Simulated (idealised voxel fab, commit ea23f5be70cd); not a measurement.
process module | voxel plated lines
cross-section cut | 260 nm wide | cells 5 nm
A cross-section is a grid of square cells, given in bands from the top down. A band is one or more rows of cells.
Each band's line starts with the height of the band's top and of its bottom, in nm. Then come its materials from left to right, each with its width in nm. One material with "throughout" fills the band from edge to edge. "air" is empty space.
Height 0 is the level under which the wafer as received is all one material. The lowest band goes on downwards, as in "0 down".
A width such as "30 to 40" changes by the same amount from each row of cells to the next, from the band's top row to its bottom row.
"no change" after a step means that no cell of the cross-section changed.
closed voids: empty space of 8 cells or more with no open way to the top, each as width x height at its distance from the left edge, in nm
after a step's settings: what the simulator itself notes on the step
overlay nm, on a step with a mask: how far to the right of its planned place the mask lay; to the left if negative
plan
1 op RECEIVE | material Si
2 op CONFORMAL_DEP | material SiO2 | thk nm 5
3 op DIRECTIONAL_DEP | material TiN | thk nm 5
4 op PATTERN | tone open | mask id LINES | material resist | width nm 30 | pitch nm 50 | thk nm 35 | overlay nm -15
5 op EPI | material Ru | thk nm 5
6 op EPI | material Ru | thk nm 10
7 op EPI | material Ru | thk nm 5
8 op STRIP | etch materials resist
9 op DIRECTIONAL_ETCH | etch materials TiN | depth nm 5
10 op CONFORMAL_DEP | material SiO2 | thk nm 10
varied across the wafers: overlay nm of step 4. The plan shows the first wafer's value. All wafers start alike
first wafer as received, after step 1
  0 down: Si throughout
  closed voids: none
each wafer at the end: cells of each material gained (+) or lost (-) since it was received, then its closed voids
overlay nm -15 | +96 Ru | +236 SiO2 | +24 TiN | closed voids: none
overlay nm -10 | +96 Ru | +236 SiO2 | +24 TiN | closed voids: none
overlay nm -5 | +96 Ru | +236 SiO2 | +24 TiN | closed voids: none
overlay nm 0 | +96 Ru | +236 SiO2 | +24 TiN | closed voids: none
overlay nm 5 | +96 Ru | +236 SiO2 | +24 TiN | closed voids: none
overlay nm 10 | +96 Ru | +236 SiO2 | +24 TiN | closed voids: none
overlay nm 15 | +96 Ru | +236 SiO2 | +24 TiN | closed voids: none
